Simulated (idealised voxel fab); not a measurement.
The following process module bears the name voxel spacer lines.
We display cut, a cross-section 300 nm in width whose square cells are each 5 nm.
Cross-section = grid of square cells, listed top down in bands; band = one or more rows.
Look at the band entry: it leads with the top's height and the bottom's height in nm. Then it lists the materials left to right, with a width in nm for each. The word "all across" on a single material says that material fills the band edge to edge. The word "blank" is empty space.
We count height from 0. Below that, the starting wafer is all one material. The lowest band never ends at the bottom but goes on down; see "0 nm and below" for how that is written.
The two numbers in a width such as "30->40" mark its ends across the band: the first belongs to the top row of cells, the second to the bottom row, and from each row to the next the width moves by the same amount.
You'll sometimes find "no modification" written for a step, and that's the way of saying that nowhere in the cross-section did a cell change during that step.
Any empty space of 8 cells or more lacking an open way to the top shows up in "Enclosed cavities" as width x height at distance, distance from the left edge, in nm.
On each step's line, the part that comes after the settings is the simulator's own comment on the step.
You can add "overlay nm" to a step's line. For a step with a mask, it describes how far the mask lay to the right of its planned position, and a negative number describes a lay to the left.

This section lists the process steps that were planned:
1: op RECEIVE | material Si
2: op CONFORMAL_DEP | material SiO2 | thk nm 10
3: op DIRECTIONAL_DEP | material polySi | thk nm 15
4: op DIRECTIONAL_DEP | material aC | thk nm 25
5: op PATTERN | tone cover | mask id MANDREL | material resist | width nm 15 | pitch nm 50 | thk nm 30 | overlay nm 0
6: op DIRECTIONAL_ETCH | etch materials aC | depth nm 25
7: op STRIP | etch materials resist
8: op CONFORMAL_DEP | material SiN | thk nm 10
9: op DIRECTIONAL_ETCH | etch materials SiN | depth nm 10
10: op STRIP | etch materials aC
11: op DIRECTIONAL_ETCH | etch materials polySi | depth nm 15
12: op STRIP | etch materials SiN
13: op FILL_DEP | material lowk | thk nm 5
14: op CMP | height nm 25

Shown in cross-section is the wafer as received, that is, as it stands after step 1:
> 0 nm and below | Si all across
> Enclosed cavities: none

Same starting wafer, same plan as above, one mistake in the execution; this is the cross-section at the end of the module:
> 25 nm to 10 nm | lowk 105 nm / polySi 10 nm / lowk 15 nm / polySi 10 nm / lowk 15 nm / polySi 10 nm / lowk 15 nm / polySi 10 nm / lowk 110 nm
> 10 nm to 0 nm | polySi all across
> 0 nm and below | Si all across
> Enclosed cavities: none
Plan not followed: contrary to plan, step 2 was performed as op CONFORMAL_DEP | material polySi | thk nm 10
